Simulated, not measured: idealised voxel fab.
process module | voxel gate over fins
cross-section cut | 265 nm wide | cells 5 nm
A cross-section is a grid of square cells, given in bands from the top down. A band is one or more rows of cells.
Each band's line starts with the height of the band's top and of its bottom, in nm. Then come its materials from left to right, each with its width in nm. One material with "throughout" fills the band from edge to edge. "air" is empty space.
Height 0 is the level under which the wafer as received is all one material. The lowest band goes on downwards, as in "0 down".
A width such as "30 to 40" changes by the same amount from each row of cells to the next, from the band's top row to its bottom row.
"no change" after a step means that no cell of the cross-section changed.
closed voids: empty space of 8 cells or more with no open way to the top, each as width x height at its distance from the left edge, in nm
after a step's settings: what the simulator itself notes on the step
overlay nm, on a step with a mask: how far to the right of its planned place the mask lay; to the left if negative
plan
1 op RECEIVE | material Si
2 op CONFORMAL_DEP | material SiN | thk nm 10
3 op MASKED_ETCH | tone cover | mask id FINS | width nm 15 | pitch nm 40 | etch materials SiN | depth nm 10 | overlay nm 0
4 op MASKED_ETCH | tone cover | mask id FINS | width nm 15 | pitch nm 40 | etch materials Si | depth nm 35 | overlay nm 0
5 op FILL_DEP | material SiO2 | thk nm 5
6 op CMP | height nm 10
7 op SELECTIVE_ETCH | etch materials SiO2 | depth nm 20
8 op STRIP | etch materials SiN
9 op CONFORMAL_DEP | material HfO2 | thk nm 5
10 op CONFORMAL_DEP | material TiN | thk nm 5
11 op FILL_DEP | material W | thk nm 10
12 op CMP | height nm 15
13 op CONFORMAL_DEP | material SiCN | thk nm 5
as received, after step 1
  0 down: Si throughout
  closed voids: none
first wafer at the end, as planned
  20 to 15: SiCN throughout
  15 to 10: W throughout
  10 to 5: W 55 | TiN 35 | W 5 | TiN 35 | W 5 | TiN 35 | W 5 | TiN 35 | W 55
  5 to 0: W 55 | TiN 5 | HfO2 25 | TiN 5 | W 5 | TiN 5 | HfO2 25 | TiN 5 | W 5 | TiN 5 | HfO2 25 | TiN 5 | W 5 | TiN 5 | HfO2 25 | TiN 5 | W 55
  0 to -5: TiN 60 | HfO2 5 | Si 15 | HfO2 5 | TiN 15 | HfO2 5 | Si 15 | HfO2 5 | TiN 15 | HfO2 5 | Si 15 | HfO2 5 | TiN 15 | HfO2 5 | Si 15 | HfO2 5 | TiN 60
  -5 to -10: HfO2 65 | Si 15 | HfO2 25 | Si 15 | HfO2 25 | Si 15 | HfO2 25 | Si 15 | HfO2 65
  -10 to -35: SiO2 65 | Si 15 | SiO2 25 | Si 15 | SiO2 25 | Si 15 | SiO2 25 | Si 15 | SiO2 65
  -35 down: Si throughout
  closed voids: none
second wafer at the end: like start, like plan, one mistake
  20 to 15: SiCN throughout
  15 to 5: W throughout
  5 to 0: W 60 | TiN 25 | W 15 | TiN 25 | W 15 | TiN 25 | W 15 | TiN 25 | W 60
  0 to -5: W 60 | TiN 5 | Si 15 | TiN 5 | W 15 | TiN 5 | Si 15 | TiN 5 | W 15 | TiN 5 | Si 15 | TiN 5 | W 15 | TiN 5 | Si 15 | TiN 5 | W 60
  -5 to -10: TiN 65 | Si 15 | TiN 25 | Si 15 | TiN 25 | Si 15 | TiN 25 | Si 15 | TiN 65
  -10 to -35: SiO2 65 | Si 15 | SiO2 25 | Si 15 | SiO2 25 | Si 15 | SiO2 25 | Si 15 | SiO2 65
  -35 down: Si throughout
  closed voids: none
what went wrong: step 9 was left out
at the end the second wafer has, in cells: 69 fewer of HfO2 | 69 more of W
